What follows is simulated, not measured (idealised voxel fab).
process module | voxel double patterning
cross-section cut | 255 nm wide | cells 5 nm
A cross-section is a grid of square cells, given in bands from the top down. A band is one or more rows of cells.
Each band's line starts with the height of the band's top and of its bottom, in nm. Then come its materials from left to right, each with its width in nm. One material with "throughout" fills the band from edge to edge. "air" is empty space.
Height 0 is the level under which the wafer as received is all one material. The lowest band goes on downwards, as in "0 down".
A width such as "30 to 40" changes by the same amount from each row of cells to the next, from the band's top row to its bottom row.
"no change" after a step means that no cell of the cross-section changed.
closed voids: empty space of 8 cells or more with no open way to the top, each as width x height at its distance from the left edge, in nm
after a step's settings: what the simulator itself notes on the step
overlay nm, on a step with a mask: how far to the right of its planned place the mask lay; to the left if negative
plan
1 op RECEIVE | material Si
2 op CONFORMAL_DEP | material SiO2 | thk nm 10
3 op DIRECTIONAL_DEP | material polySi | thk nm 15
4 op DIRECTIONAL_DEP | material SiCN | thk nm 5
5 op DIRECTIONAL_DEP | material aC | thk nm 15
6 op PATTERN | tone open | mask id FIRST | material resist | width nm 15 | pitch nm 50 | thk nm 30 | overlay nm 0
7 op DIRECTIONAL_ETCH | etch materials aC | depth nm 15
8 op STRIP | etch materials resist
9 op DIRECTIONAL_ETCH | etch materials SiCN | depth nm 5
10 op STRIP | etch materials aC
11 op MASKED_ETCH | tone open | mask id SECOND | width nm 15 | pitch nm 50 | etch materials SiCN | depth nm 5 | overlay nm 0
12 op DIRECTIONAL_ETCH | etch materials polySi | depth nm 15
13 op STRIP | etch materials SiCN
as received, after step 1
  0 down: Si throughout
  closed voids: none
first wafer at the end, as planned
  25 to 10: polySi 70 | air 15 | polySi 10 | air 15 | polySi 10 | air 15 | polySi 10 | air 15 | polySi 10 | air 15 | polySi 70
  10 to 0: SiO2 throughout
  0 down: Si throughout
  closed voids: none
second wafer at the end: like start, like plan, one mistake
  30 to 25: SiO2 throughout
  25 to 10: polySi throughout
  10 to 0: SiO2 throughout
  0 down: Si throughout
  closed voids: none
what went wrong: step 4 ran as: op DIRECTIONAL_DEP | material SiO2 | thk nm 5
at the end the second wafer has, in cells: 51 more of SiO2 | 45 more of polySi
